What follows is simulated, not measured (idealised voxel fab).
process module | voxel trench capacitor
cross-section cut | 300 nm wide | cells 5 nm
A cross-section is a grid of square cells, given in bands from the top down. A band is one or more rows of cells.
Each band's line starts with the height of the band's top and of its bottom, in nm. Then come its materials from left to right, each with its width in nm. One material with "throughout" fills the band from edge to edge. "air" is empty space.
Height 0 is the level under which the wafer as received is all one material. The lowest band goes on downwards, as in "0 down".
A width such as "30 to 40" changes by the same amount from each row of cells to the next, from the band's top row to its bottom row.
"no change" after a step means that no cell of the cross-section changed.
closed voids: empty space of 8 cells or more with no open way to the top, each as width x height at its distance from the left edge, in nm
after a step's settings: what the simulator itself notes on the step
overlay nm, on a step with a mask: how far to the right of its planned place the mask lay; to the left if negative
plan
1 op RECEIVE | material Si
2 op CONFORMAL_DEP | material SiN | thk nm 5
3 op DIRECTIONAL_DEP | material aC | thk nm 10
4 op PATTERN | tone open | mask id TRENCH | material resist | width nm 15 | pitch nm 35 | thk nm 25 | overlay nm 0
5 op DIRECTIONAL_ETCH | etch materials aC | depth nm 10
6 op STRIP | etch materials resist
7 op DIRECTIONAL_ETCH | etch materials SiN | depth nm 5
8 op DIRECTIONAL_ETCH | etch materials Si | depth nm 40
9 op STRIP | etch materials aC
10 op CONFORMAL_DEP | material SiO2 | thk nm 5
11 op FILL_DEP | material polySi | thk nm 5
12 op CMP | height nm 5
as received, after step 1
  0 down: Si throughout
  closed voids: none
a wafer at the end: this start, this plan, one mistake
  5 to 0: SiN 95 | polySi 5 | SiN 30 | polySi 5 | SiN 30 | polySi 5 | SiN 30 | polySi 5 | SiN 95
  0 to -35: Si 90 | SiN 5 | polySi 5 | SiN 5 | Si 20 | SiN 5 | polySi 5 | SiN 5 | Si 20 | SiN 5 | polySi 5 | SiN 5 | Si 20 | SiN 5 | polySi 5 | SiN 5 | Si 90
  -35 to -40: Si 90 | SiN 15 | Si 20 | SiN 15 | Si 20 | SiN 15 | Si 20 | SiN 15 | Si 90
  -40 down: Si throughout
  closed voids: none
what went wrong: step 10 ran as: op CONFORMAL_DEP | material SiN | thk nm 5
